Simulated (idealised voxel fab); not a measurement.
process module | voxel ribs on slabs
cross-section cut | 180 nm wide | cells 5 nm
A cross-section is a grid of square cells, given in bands from the top down. A band is one or more rows of cells.
Each band's line starts with the height of the band's top and of its bottom, in nm. Then come its materials from left to right, each with its width in nm. One material with "throughout" fills the band from edge to edge. "air" is empty space.
Height 0 is the level under which the wafer as received is all one material. The lowest band goes on downwards, as in "0 down".
A width such as "30 to 40" changes by the same amount from each row of cells to the next, from the band's top row to its bottom row.
"no change" after a step means that no cell of the cross-section changed.
closed voids: empty space of 8 cells or more with no open way to the top, each as width x height at its distance from the left edge, in nm
after a step's settings: what the simulator itself notes on the step
overlay nm, on a step with a mask: how far to the right of its planned place the mask lay; to the left if negative
plan
1 op RECEIVE | material Si
2 op DIRECTIONAL_DEP | material SiO2 | thk nm 20
3 op DIRECTIONAL_DEP | material SiN | thk nm 15
4 op DIRECTIONAL_DEP | material aC | thk nm 15
5 op PATTERN | tone cover | mask id RIB | material resist | width nm 20 | thk nm 35 | overlay nm 0
6 op DIRECTIONAL_ETCH | etch materials aC | depth nm 15
7 op STRIP | etch materials resist
8 op DIRECTIONAL_ETCH | etch materials SiN | depth nm 5
9 op STRIP | etch materials aC
10 op DIRECTIONAL_DEP | material aC | thk nm 10
11 op PATTERN | tone cover | mask id SLAB | material resist | width nm 50 | thk nm 30 | overlay nm 0
12 op DIRECTIONAL_ETCH | etch materials aC | depth nm 10
13 op STRIP | etch materials resist
14 op DIRECTIONAL_ETCH | etch materials SiN | depth nm 10
15 op STRIP | etch materials aC
16 op FILL_DEP | material SiO2 | thk nm 20
17 op CMP | height nm 50
18 op DIRECTIONAL_DEP | material TiN | thk nm 10
19 op DIRECTIONAL_DEP | material aC | thk nm 15
20 op PATTERN | tone cover | mask id HEATER | material resist | width nm 30 | thk nm 35 | overlay nm 0
21 op DIRECTIONAL_ETCH | etch materials aC | depth nm 15
22 op STRIP | etch materials resist
23 op DIRECTIONAL_ETCH | etch materials TiN | depth nm 10
24 op STRIP | etch materials aC
25 op CONFORMAL_DEP | material SiO2 | thk nm 10
varied across the wafers: width nm of step 11. The plan shows the first wafer's value. All wafers start alike
first wafer as received, after step 1
  0 down: Si throughout
  closed voids: none
each wafer at the end: cells of each material gained (+) or lost (-) since it was received, then its closed voids
width nm 50 | +24 SiN | +416 SiO2 | +12 TiN | closed voids: none
width nm 55 | +26 SiN | +414 SiO2 | +12 TiN | closed voids: none
width nm 60 | +28 SiN | +412 SiO2 | +12 TiN | closed voids: none
width nm 65 | +30 SiN | +410 SiO2 | +12 TiN | closed voids: none
width nm 70 | +32 SiN | +408 SiO2 | +12 TiN | closed voids: none
width nm 75 | +34 SiN | +406 SiO2 | +12 TiN | closed voids: none
